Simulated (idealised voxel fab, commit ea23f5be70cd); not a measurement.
process module | voxel ribs on slabs
cross-section cut | 250 nm wide | cells 5 nm
A cross-section is a grid of square cells, given in bands from the top down. A band is one or more rows of cells.
Each band's line starts with the height of the band's top and of its bottom, in nm. Then come its materials from left to right, each with its width in nm. One material with "throughout" fills the band from edge to edge. "air" is empty space.
Height 0 is the level under which the wafer as received is all one material. The lowest band goes on downwards, as in "0 down".
A width such as "30 to 40" changes by the same amount from each row of cells to the next, from the band's top row to its bottom row.
"no change" after a step means that no cell of the cross-section changed.
closed voids: empty space of 8 cells or more with no open way to the top, each as width x height at its distance from the left edge, in nm
after a step's settings: what the simulator itself notes on the step
overlay nm, on a step with a mask: how far to the right of its planned place the mask lay; to the left if negative
plan
1 op RECEIVE | material Si
2 op DIRECTIONAL_DEP | material SiO2 | thk nm 25
3 op DIRECTIONAL_DEP | material polySi | thk nm 15
4 op DIRECTIONAL_DEP | material aC | thk nm 15
5 op PATTERN | tone cover | mask id RIB | material resist | width nm 20 | thk nm 35 | overlay nm 0
6 op DIRECTIONAL_ETCH | etch materials aC | depth nm 15
7 op STRIP | etch materials resist
8 op DIRECTIONAL_ETCH | etch materials polySi | depth nm 10
9 op STRIP | etch materials aC
10 op PATTERN | tone cover | mask id SLAB | material resist | width nm 50 | thk nm 15 | overlay nm 0
11 op DIRECTIONAL_ETCH | etch materials polySi | depth nm 5
12 op STRIP | etch materials resist
13 op FILL_DEP | material SiO2 | thk nm 30
14 op CMP | height nm 60
15 op DIRECTIONAL_DEP | material W | thk nm 5
16 op PATTERN | tone cover | mask id HEATER | material resist | width nm 30 | thk nm 20 | overlay nm 0
17 op DIRECTIONAL_ETCH | etch materials W | depth nm 5
18 op STRIP | etch materials resist
19 op CONFORMAL_DEP | material SiN | thk nm 5
as received, after step 1
  0 down: Si throughout
  closed voids: none
a wafer at the end: this start, this plan, one mistake
  70 to 60: SiN throughout
  60 to 40: SiO2 throughout
  40 to 30: SiO2 115 | polySi 20 | SiO2 115
  30 to 25: SiO2 100 | polySi 50 | SiO2 100
  25 to 0: SiO2 throughout
  0 down: Si throughout
  closed voids: none
what went wrong: step 15 ran as: op DIRECTIONAL_DEP | material SiN | thk nm 5
